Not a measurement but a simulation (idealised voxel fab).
You're looking at the process module voxel tone inversion.
Shown is cross-section cut, with a width of 190 nm and square cells of size 5 nm.
Bands, listed from the top down, are how a cross-section gets written in this document; the cross-section itself is a grid of square cells, and a band is one or more rows of them.
First you get the band's top height and its bottom height, in nm, and then the materials it's made of, left to right, with each width in nm. If you see a single material with "edge to edge", that one covers the band edge to edge. "blank" is empty space.
Height is counted from the level 0, under which the received wafer is composed throughout of one material. The lowest of the bands is not closed at the bottom but continues downward, in the notation "from 0 down".
The two numbers in a width such as "30 to 40" mark its ends across the band: the first belongs to the top row of cells, the second to the bottom row, and from each row to the next the width moves by the same amount.
You'll sometimes find "no change" written for a step, and that's the way of saying that nowhere in the cross-section did a cell change during that step.
What "Completely sealed voids" gives you is every empty space of 8 cells or more that is cut off from the top. Each appears as width x height at distance, with the distance taken from the left edge and width, height and distance all in nm.
Post-settings text on a step line: simulator's own remark regarding the step.
For masked steps, "overlay nm" on the step line gives how far right of plan the mask actually lay; a minus sign means it lay to the left.

This section lists the process steps that were planned:
- 1: RECEIVE | material Si
- 2: CONFORMAL_DEP | material SiN | thk nm 5
- 3: DIRECTIONAL_DEP | material polySi | thk nm 15
- 4: PATTERN | tone cover | mask id POSTS | material resist | width nm 15 | pitch nm 45 | thk nm 25 | overlay nm 0
- 5: DIRECTIONAL_ETCH | etch materials polySi | depth nm 15
- 6: STRIP | etch materials resist
- 7: FILL_DEP | material SiO2 | thk nm 5
- 8: CMP | height nm 10
- 9: STRIP | etch materials polySi
Variable across wafers: step 8 height nm (plan value is that of the first wafer; starting state common to all).

After step 1, as received: first of several wafers, cross-section:
    from 0 down | Si edge to edge
    Completely sealed voids: none

Below: a row per wafer. Contents at end of module: for every material, cells gained since receipt (+) or lost since receipt (-); then closed voids:
height nm 10 | +38 SiN | +29 SiO2 | Completely sealed voids: none
height nm 15 | +38 SiN | +58 SiO2 | Completely sealed voids: none
height nm 20 | +38 SiN | +87 SiO2 | Completely sealed voids: none
height nm 25 | +38 SiN | +125 SiO2 | +27 polySi | Completely sealed voids: none
